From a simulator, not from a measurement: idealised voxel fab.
You're looking at the process module voxel released beams.
Square cells of 5 nm make up the cross-section cut, whose width is 240 nm.
Throughout this document, each cross-section is represented as a grid of square cells and is presented as a sequence of bands enumerated from the top downward, where a band comprises one or more rows of cells.
In this notation a band is specified by the heights of its top and bottom, in that order and in nm, after which its materials appear from left to right, each paired with its width in nm. The word "throughout" attached to a single material means that material fills the band from edge to edge; the word "empty" stands for empty space.
Height reference: 0 = level under which incoming wafer is all one material. Lowest band: no bottom, runs on downward, e.g. "0 -> down".
So if you see something like "30->40" for the width, read it as the top row of the band sitting at the first number and the bottom row at the second, with every row in between moving by the same amount as the last.
It should be understood that the words "changes: none", when stated for a given step, signify that the cross-section underwent no change in any of its cells during that step.
The list in "Closed cavity list" covers empty spaces of 8 cells or more that cannot reach the top through any open way, and it gives each as width x height at distance; the distance is from the left edge, and width, height and distance are in nm.
It should be noted that, on the line of a given step, the content following the step's settings is a remark produced by the simulator itself with respect to that step.
You can add "overlay nm" to a step's line. For a step with a mask, it describes how far the mask lay to the right of its planned position, and a negative number describes a lay to the left.

THE STEPS PLANNED FOR THE PROCESS ARE AS FOLLOWS
1: RECEIVE, material Si
2: CONFORMAL_DEP, material Al2O3, thk nm 10
3: DIRECTIONAL_DEP, material SiO2, thk nm 10
4: DIRECTIONAL_DEP, material aC, thk nm 15
5: PATTERN, tone open, mask id ANCHOR, material resist, width nm 45, thk nm 35, overlay nm -15
6: DIRECTIONAL_ETCH, etch materials aC, depth nm 15
7: STRIP, etch materials resist
8: DIRECTIONAL_ETCH, etch materials SiO2, depth nm 10
9: STRIP, etch materials aC
10: CONFORMAL_DEP, material W, thk nm 15
11: DIRECTIONAL_DEP, material aC, thk nm 15
12: PATTERN, tone cover, mask id BEAM, material resist, width nm 110, thk nm 30, overlay nm 0
13: DIRECTIONAL_ETCH, etch materials aC, depth nm 15
14: STRIP, etch materials resist
15: DIRECTIONAL_ETCH, etch materials W, depth nm 15
16: STRIP, etch materials aC
17: STRIP, etch materials SiO2
The plan shows the overlay nm of step 5 as the first wafer had it; this setting differs between the wafers, which start out alike.

STEP 1 COMPLETE: AS-RECEIVED CROSS-SECTION OF THE FIRST OF SEVERAL WAFERS
> 0 -> down = Si throughout
> Closed cavity list: none

END OF MODULE: CROSS-SECTION OF THE FIRST OF SEVERAL WAFERS AFTER STEP 17, THE LAST STEP
> 35 -> 25 = empty 60 nm, W 5 nm, empty 15 nm, W 90 nm, empty 70 nm
> 25 -> 20 = empty 60 nm, W 110 nm, empty 70 nm
> 20 -> 10 = empty 50 nm, W 45 nm, empty 145 nm
> 10 -> 0 = Al2O3 throughout
> 0 -> down = Si throughout
> Closed cavity list: none

CROSS-SECTION OF THE FINAL WAFER AMONG SEVERAL, TAKEN AT THE END OF THE MODULE
> 35 -> 25 = empty 60 nm, W 35 nm, empty 15 nm, W 60 nm, empty 70 nm
> 25 -> 20 = empty 60 nm, W 110 nm, empty 70 nm
> 20 -> 10 = empty 80 nm, W 45 nm, empty 115 nm
> 10 -> 0 = Al2O3 throughout
> 0 -> down = Si throughout
> Closed cavity list: none

BELOW, A ROW FOR EVERY WAFER. READ IT AS THE END-OF-MODULE PICTURE: FOR EACH MATERIAL THE WAFER SHOWS ITS CELLS GAINED (+) OR LOST (-) SINCE IT WAS RECEIVED, AND THEN ITS CLOSED VOIDS
overlay nm -15, +96 Al2O3, +78 W, Closed cavity list: none
overlay nm -10, +96 Al2O3, +78 W, Closed cavity list: none
overlay nm -5, +96 Al2O3, +78 W, Closed cavity list: none
overlay nm 0, +96 Al2O3, +78 W, Closed cavity list: none
overlay nm 5, +96 Al2O3, +78 W, Closed cavity list: none
overlay nm 10, +96 Al2O3, +78 W, Closed cavity list: none
overlay nm 15, +96 Al2O3, +78 W, Closed cavity list: none
